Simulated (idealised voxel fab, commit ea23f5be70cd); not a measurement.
Proc. module: voxel gate over fins
150 nm wide, 5 nm square cells: that's cross-section cut.
This document writes a cross-section as a grid whose cells are square, and gives it as bands, listed from the top down; one or more rows of cells form a band. The band entry comprises the height of the band's top followed by the height of its bottom, expressed in nm, and subsequently the band's materials from left to right, each stated together with its width in nm. Where a single material is marked with the word "everywhere", that material fills the band from edge to edge. The word "air" represents empty space. Heads up on the height convention: 0 is the point under which the incoming wafer is all one material, and the lowest band has no bottom, it just keeps going down, like "top 0, no bottom". Note: "30 to 40" means the width goes from the first number (top row of the band) to the second number (bottom row) in equal steps per row of cells. Step note "remained the same" = no cross-section cell changed. Empty spaces without an open route to the top, at least 8 cells in extent, make up the entry "Closed empty spaces"; each is given as width x height at distance, where the distance is measured from the left edge, and all are in nm. Past the settings on a step's line: simulator remark, on that step. "overlay nm" denotes, for a step that has a mask, the displacement of the mask to the right of its planned place, with negative values corresponding to the left.

[Intended process steps]
1) op RECEIVE | material Si
2) op CONFORMAL_DEP | material SiN | thk nm 5
3) op MASKED_ETCH | tone cover | mask id FINS | width nm 15 | pitch nm 40 | etch materials SiN | depth nm 5 | overlay nm 0
4) op MASKED_ETCH | tone cover | mask id FINS | width nm 15 | pitch nm 40 | etch materials Si | depth nm 40 | overlay nm 0
5) op FILL_DEP | material SiO2 | thk nm 10
6) op CMP | height nm 5
7) op SELECTIVE_ETCH | etch materials SiO2 | depth nm 15
8) op STRIP | etch materials SiN
9) op CONFORMAL_DEP | material HfO2 | thk nm 5
10) op CONFORMAL_DEP | material TiN | thk nm 5
11) op FILL_DEP | material W | thk nm 15
12) op CMP | height nm 20
13) op CONFORMAL_DEP | material SiN | thk nm 5

[Here's what the wafer looked like in cross-section when it arrived - that's after step 1]
- top 0, no bottom: Si everywhere
- Closed empty spaces: none

[Cross-section, end of module. Start: as above. Plan: as above. Execution: one mistake]
- top 20, bottom 15: SiN everywhere
- top 15, bottom 10: W everywhere
- top 10, bottom 5: 15 nm W | 35 nm TiN | 5 nm W | 35 nm TiN | 5 nm W | 35 nm TiN | 20 nm W
- top 5, bottom 0: 15 nm W | 5 nm TiN | 25 nm HfO2 | 5 nm TiN | 5 nm W | 5 nm TiN | 25 nm HfO2 | 5 nm TiN | 5 nm W | 5 nm TiN | 25 nm HfO2 | 5 nm TiN | 20 nm W
- top 0, bottom -5: 20 nm TiN | 5 nm HfO2 | 15 nm Si | 5 nm HfO2 | 15 nm TiN | 5 nm HfO2 | 15 nm Si | 5 nm HfO2 | 15 nm TiN | 5 nm HfO2 | 15 nm Si | 5 nm HfO2 | 25 nm TiN
- top -5, bottom -10: 25 nm HfO2 | 15 nm Si | 25 nm HfO2 | 15 nm Si | 25 nm HfO2 | 15 nm Si | 30 nm HfO2
- top -10, bottom -40: 25 nm SiO2 | 15 nm Si | 25 nm SiO2 | 15 nm Si | 25 nm SiO2 | 15 nm Si | 30 nm SiO2
- top -40, no bottom: Si everywhere
- Closed empty spaces: none
Deviation noted in wafer processing: step 12 ran differently from the plan; actual operation with settings: op CMP | height nm 15
